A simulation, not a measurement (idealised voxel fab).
This section sets out a process module, namely voxel air gaps.
Cross-sectional view cut (width: 270 nm; square cell size: 5 nm).
For the purposes of this document, a cross-section shall be understood as a grid of square cells, specified as bands listed in top-to-bottom order, each band consisting of one or more rows of cells.
Band: top and bottom heights (nm) first, top before bottom; then materials from left to right, widths in nm. "everywhere" marks a sole material filling the band edge to edge. "empty" denotes empty space.
Measure heights from 0. That's the level where, below it, the as-received wafer is all one material. The lowest band is bottomless and extends downward; write it as in "0..down".
Read "30 to 40" as a graded width: first number on top, second number at the bottom, same change between each pair of neighbouring rows.
It should be understood that the words "no change", when stated for a given step, signify that the cross-section underwent no change in any of its cells during that step.
"Closed void catalog" means: voids of 8 cells or more that are shut off from the top with no open way through. Written width x height at distance, distance from the left edge, in nm.
Step line, after settings: the simulator's comment on this step.
A step line may carry the setting "overlay nm", which, for steps involving a mask, states the distance by which the mask lay to the right of its intended position; negative values denote displacement to the left.

-- Set out below are the planned steps of the process
1 RECEIVE, material Si
2 CONFORMAL_DEP, material SiO2, thk nm 10
3 CONFORMAL_DEP, material SiCN, thk nm 5
4 DIRECTIONAL_DEP, material SiO2, thk nm 40
5 PATTERN, tone open, mask id LINES, material resist, width nm 25, pitch nm 55, thk nm 15, overlay nm 0
6 DIRECTIONAL_ETCH, etch materials SiO2, depth nm 40
7 STRIP, etch materials resist
8 CONFORMAL_DEP, material TiN, thk nm 5
9 FILL_DEP, material Ru, thk nm 5
10 CMP, height nm 55
11 EPI, material Ru, thk nm 10
12 SELECTIVE_ETCH, etch materials SiO2, depth nm 50
13 CONFORMAL_DEP, material SiCN, thk nm 5

-- Step 1 complete: cross-section of the wafer as received
* 0..down = Si everywhere
* Closed void catalog: none

-- What the wafer looks like in cross-section after this module, when it starts as shown above and follows the plan above but one mistake is made in running it
* 70..65 = 50 of empty, 165 of SiCN, 55 of empty
* 65..55 = 50 of empty, 5 of SiCN, 45 of Ru, 10 of SiCN, 45 of Ru, 10 of SiCN, 45 of Ru, 5 of SiCN, 55 of empty
* 55..50 = 50 of empty, 15 of SiCN, 5 of TiN, 15 of SiO2, 5 of TiN, 30 of SiCN, 5 of TiN, 15 of SiO2, 5 of TiN, 30 of SiCN, 5 of TiN, 15 of SiO2, 5 of TiN, 15 of SiCN, 55 of empty
* 50..20 = 60 of empty, 5 of SiCN, 5 of TiN, 15 of SiO2, 5 of TiN, 5 of SiCN, 20 of empty, 5 of SiCN, 5 of TiN, 15 of SiO2, 5 of TiN, 5 of SiCN, 20 of empty, 5 of SiCN, 5 of TiN, 15 of SiO2, 5 of TiN, 5 of SiCN, 65 of empty
* 20..15 = 65 of SiCN, 25 of TiN, 30 of SiCN, 25 of TiN, 30 of SiCN, 25 of TiN, 70 of SiCN
* 15..10 = SiCN everywhere
* 10..0 = SiO2 everywhere
* 0..down = Si everywhere
* Closed void catalog: 20 x 30 at 95; 20 x 30 at 150
Deviation noted in wafer processing: step 9 ran as: FILL_DEP, material SiO2, thk nm 5
